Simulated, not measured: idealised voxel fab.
process module | voxel self aligned contacts
cross-section cut | 275 nm wide | cells 5 nm
A cross-section is a grid of square cells, given in bands from the top down. A band is one or more rows of cells.
Each band's line starts with the height of the band's top and of its bottom, in nm. Then come its materials from left to right, each with its width in nm. One material with "throughout" fills the band from edge to edge. "air" is empty space.
Height 0 is the level under which the wafer as received is all one material. The lowest band goes on downwards, as in "0 down".
A width such as "30 to 40" changes by the same amount from each row of cells to the next, from the band's top row to its bottom row.
"no change" after a step means that no cell of the cross-section changed.
closed voids: empty space of 8 cells or more with no open way to the top, each as width x height at its distance from the left edge, in nm
after a step's settings: what the simulator itself notes on the step
overlay nm, on a step with a mask: how far to the right of its planned place the mask lay; to the left if negative
plan
1 op RECEIVE | material Si
2 op OXIDIZE | depth nm 5
3 op DIRECTIONAL_DEP | material polySi | thk nm 30
4 op DIRECTIONAL_DEP | material SiN | thk nm 20
5 op PATTERN | tone cover | mask id GATE | material resist | width nm 35 | pitch nm 70 | thk nm 20 | overlay nm 0
6 op DIRECTIONAL_ETCH | etch materials SiN | depth nm 20
7 op DIRECTIONAL_ETCH | etch materials polySi | depth nm 30
8 op STRIP | etch materials resist
9 op CONFORMAL_DEP | material SiN | thk nm 5
10 op DIRECTIONAL_ETCH | etch materials SiN | depth nm 5
11 op FILL_DEP | material SiO2 | thk nm 15
12 op CMP | height nm 60
13 op PATTERN | tone open | mask id CONTACT | material resist | width nm 55 | pitch nm 70 | thk nm 20 | overlay nm 0
14 op DIRECTIONAL_ETCH | etch materials SiO2 | depth nm 65
15 op STRIP | etch materials resist
16 op CONFORMAL_DEP | material TiN | thk nm 5
17 op FILL_DEP | material W | thk nm 5
18 op CMP | height nm 60
19 op CONFORMAL_DEP | material SiN | thk nm 5
as received, after step 1
  0 down: Si throughout
  closed voids: none
a wafer at the end: this start, this plan, one mistake
  65 to 60: SiN throughout
  60 to 50: SiO2 80 | TiN 5 to 15 | W 35 to 15 | TiN 5 to 15 | SiO2 25 | TiN 5 to 15 | W 35 to 15 | TiN 5 to 15 | SiO2 80
  50 to 30: SiO2 45 | SiN 45 | TiN 5 | W 15 | TiN 5 | SiN 45 | TiN 5 | W 15 | TiN 5 | SiN 45 | SiO2 45
  30 to 0: SiO2 45 | SiN 5 | polySi 35 | SiN 5 | TiN 5 | W 15 | TiN 5 | SiN 5 | polySi 35 | SiN 5 | TiN 5 | W 15 | TiN 5 | SiN 5 | polySi 35 | SiN 5 | SiO2 45
  0 to -5: SiO2 90 | TiN 25 | SiO2 45 | TiN 25 | SiO2 90
  -5 down: Si throughout
  closed voids: none
what went wrong: step 13 ran as: op PATTERN | tone open | mask id CONTACT | material resist | width nm 45 | pitch nm 70 | thk nm 20 | overlay nm 0
